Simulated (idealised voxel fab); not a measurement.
Proc. module: voxel trench capacitor
280 nm wide, 5 nm square cells: that's cross-section cut.
In this document a cross-section is written as a grid of square cells. It is given as a series of bands, listed from the top down, and a band is one or more rows of cells. Each band's line starts with the height of the band's top and of its bottom, in nm. Then come its materials from left to right, each with its width in nm. One material with "throughout" fills the band from edge to edge. "air" is empty space. Note: height 0 marks the level under which the wafer is uniformly one material as received. Lowest band unbounded below, written "from 0 down". Note: "30..40" means the width goes from the first number (top row of the band) to the second number (bottom row) in equal steps per row of cells. You'll sometimes find "left unchanged" written for a step, and that's the way of saying that nowhere in the cross-section did a cell change during that step. The label "Non-vented voids" introduces a list of the empty spaces, 8 cells or larger, that have no open way up to the top; each entry in it reads width x height at distance, where the distance is taken from the left edge and all three are stated in nm. That trailing text on a step's line, after the settings, is the simulator's own remark on the step. If you see "overlay nm" on a step's line and that step has a mask, it's telling you how far right of where it was planned the mask ended up; a negative number means it went left instead.
## Set out below are the planned steps of the process
1 RECEIVE | material Si
2 CONFORMAL_DEP | material SiN | thk nm 10
3 DIRECTIONAL_DEP | material aC | thk nm 10
4 PATTERN | tone open | mask id TRENCH | material resist | width nm 15 | pitch nm 30 | thk nm 25 | overlay nm -15
5 DIRECTIONAL_ETCH | etch materials aC | depth nm 10
6 STRIP | etch materials resist
7 DIRECTIONAL_ETCH | etch materials SiN | depth nm 10
8 DIRECTIONAL_ETCH | etch materials Si | depth nm 30
9 STRIP | etch materials aC
10 CONFORMAL_DEP | material Al2O3 | thk nm 5
11 FILL_DEP | material polySi | thk nm 5
12 CMP | height nm 10
Split variable: overlay nm, step 4. Plan value = first wafer. Wafers start alike.
## As-received cross-section, first of several wafers, post step 1
* from 0 down: Si throughout
* Non-vented voids: none
## The first of several wafers, seen in cross-section after the module's last step, step 12
* from 10 to 0: SiN: 100 / Al2O3: 5 / polySi: 5 / Al2O3: 5 / SiN: 15 / Al2O3: 5 / polySi: 5 / Al2O3: 5 / SiN: 135
* from 0 to -25: Si: 100 / Al2O3: 5 / polySi: 5 / Al2O3: 5 / Si: 15 / Al2O3: 5 / polySi: 5 / Al2O3: 5 / Si: 135
* from -25 to -30: Si: 100 / Al2O3: 15 / Si: 15 / Al2O3: 15 / Si: 135
* from -30 down: Si throughout
* Non-vented voids: none
## Module end, final wafer: cross-section
* from 10 to 0: SiN: 130 / Al2O3: 5 / polySi: 5 / Al2O3: 5 / SiN: 15 / Al2O3: 5 / polySi: 5 / Al2O3: 5 / SiN: 105
* from 0 to -25: Si: 130 / Al2O3: 5 / polySi: 5 / Al2O3: 5 / Si: 15 / Al2O3: 5 / polySi: 5 / Al2O3: 5 / Si: 105
* from -25 to -30: Si: 130 / Al2O3: 15 / Si: 15 / Al2O3: 15 / Si: 105
* from -30 down: Si throughout
* Non-vented voids: none
## Rows = wafers. At module end, each row lists per material the cells gained (+) or lost (-) since the wafer was received, then the closed voids
overlay nm -15; +34 Al2O3; -36 Si; +100 SiN; +14 polySi; Non-vented voids: none
overlay nm -10; +34 Al2O3; -36 Si; +100 SiN; +14 polySi; Non-vented voids: none
overlay nm -5; +34 Al2O3; -36 Si; +100 SiN; +14 polySi; Non-vented voids: none
overlay nm 0; +34 Al2O3; -36 Si; +100 SiN; +14 polySi; Non-vented voids: none
overlay nm 5; +34 Al2O3; -36 Si; +100 SiN; +14 polySi; Non-vented voids: none
overlay nm 10; +34 Al2O3; -36 Si; +100 SiN; +14 polySi; Non-vented voids: none
overlay nm 15; +34 Al2O3; -36 Si; +100 SiN; +14 polySi; Non-vented voids: none
